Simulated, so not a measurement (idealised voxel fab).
You're looking at the process module voxel spacer lines.
Section shown: cut. Width: 260 nm. Cell size: 5 nm, square.
Reading order for cross-sections: top band down to bottom band. Underlying form: a grid of square cells. Band size: one or more rows of cells. Look at the band entry: it leads with the top's height and the bottom's height in nm. Then it lists the materials left to right, with a width in nm for each. The word "throughout" on a single material says that material fills the band edge to edge. The word "blank" is empty space. A quick word on heights: they are counted from 0, and under that level the wafer as it came to us is one material throughout. The lowest band is different from the rest in having no bottom; it simply continues downward, written as in "0..down". The two numbers in a width such as "30 to 40" mark its ends across the band: the first belongs to the top row of cells, the second to the bottom row, and from each row to the next the width moves by the same amount. Where the words "nothing altered" appear for a step, the cross-section shows no cell changed by that step; every cell remained as before. Sealed internal cavities: empty space of 8 cells or more with no open way to the top, each as width x height at its distance from the left edge, in nm. Note: text after step settings on the step line = simulator remark on that step. The "overlay nm" setting may appear on a step's line; for a step that uses a mask, it gives how far to the right of its planned position the mask lay, and a negative value indicates the left.
# This section lists the process steps that were planned
step 1: RECEIVE,material Si
step 2: CONFORMAL_DEP,material Al2O3,thk nm 10
step 3: DIRECTIONAL_DEP,material W,thk nm 10
step 4: DIRECTIONAL_DEP,material aC,thk nm 30
step 5: PATTERN,tone cover,mask id MANDREL,material resist,width nm 20,pitch nm 60,thk nm 40,overlay nm -15
step 6: DIRECTIONAL_ETCH,etch materials aC,depth nm 30
step 7: STRIP,etch materials resist
step 8: CONFORMAL_DEP,material SiO2,thk nm 10
step 9: DIRECTIONAL_ETCH,etch materials SiO2,depth nm 10
step 10: STRIP,etch materials aC
step 11: DIRECTIONAL_ETCH,etch materials W,depth nm 10
step 12: STRIP,etch materials SiO2
step 13: FILL_DEP,material lowk,thk nm 5
step 14: CMP,height nm 20
The wafers are alike at the start. At step 5, their overlay nm differs. The plan lists the first wafer's value.
# The as-received cross-section of the first of several wafers corresponds to the state after step 1
* 0..down  Si throughout
* Sealed internal cavities: none
# The figure below presents a cross-section of the first of several wafers at the conclusion of the module, following its last step, step 14
* 20..10  lowk=35  W=10  lowk=20  W=10  lowk=20  W=10  lowk=20  W=10  lowk=20  W=10  lowk=20  W=10  lowk=65
* 10..0  Al2O3 throughout
* 0..down  Si throughout
* Sealed internal cavities: none
# The final wafer, sectioned at module end
* 20..10  lowk=65  W=10  lowk=20  W=10  lowk=20  W=10  lowk=20  W=10  lowk=20  W=10  lowk=20  W=10  lowk=35
* 10..0  Al2O3 throughout
* 0..down  Si throughout
* Sealed internal cavities: none
# Per wafer, end of module: cells gained (+) or lost (-) per material since receipt, then closed voids
overlay nm -15, +104 Al2O3, +24 W, +80 lowk, Sealed internal cavities: none
overlay nm -10, +104 Al2O3, +24 W, +80 lowk, Sealed internal cavities: none
overlay nm -5, +104 Al2O3, +24 W, +80 lowk, Sealed internal cavities: none
overlay nm 0, +104 Al2O3, +24 W, +80 lowk, Sealed internal cavities: none
overlay nm 5, +104 Al2O3, +24 W, +80 lowk, Sealed internal cavities: none
overlay nm 10, +104 Al2O3, +24 W, +80 lowk, Sealed internal cavities: none
overlay nm 15, +104 Al2O3, +24 W, +80 lowk, Sealed internal cavities: none
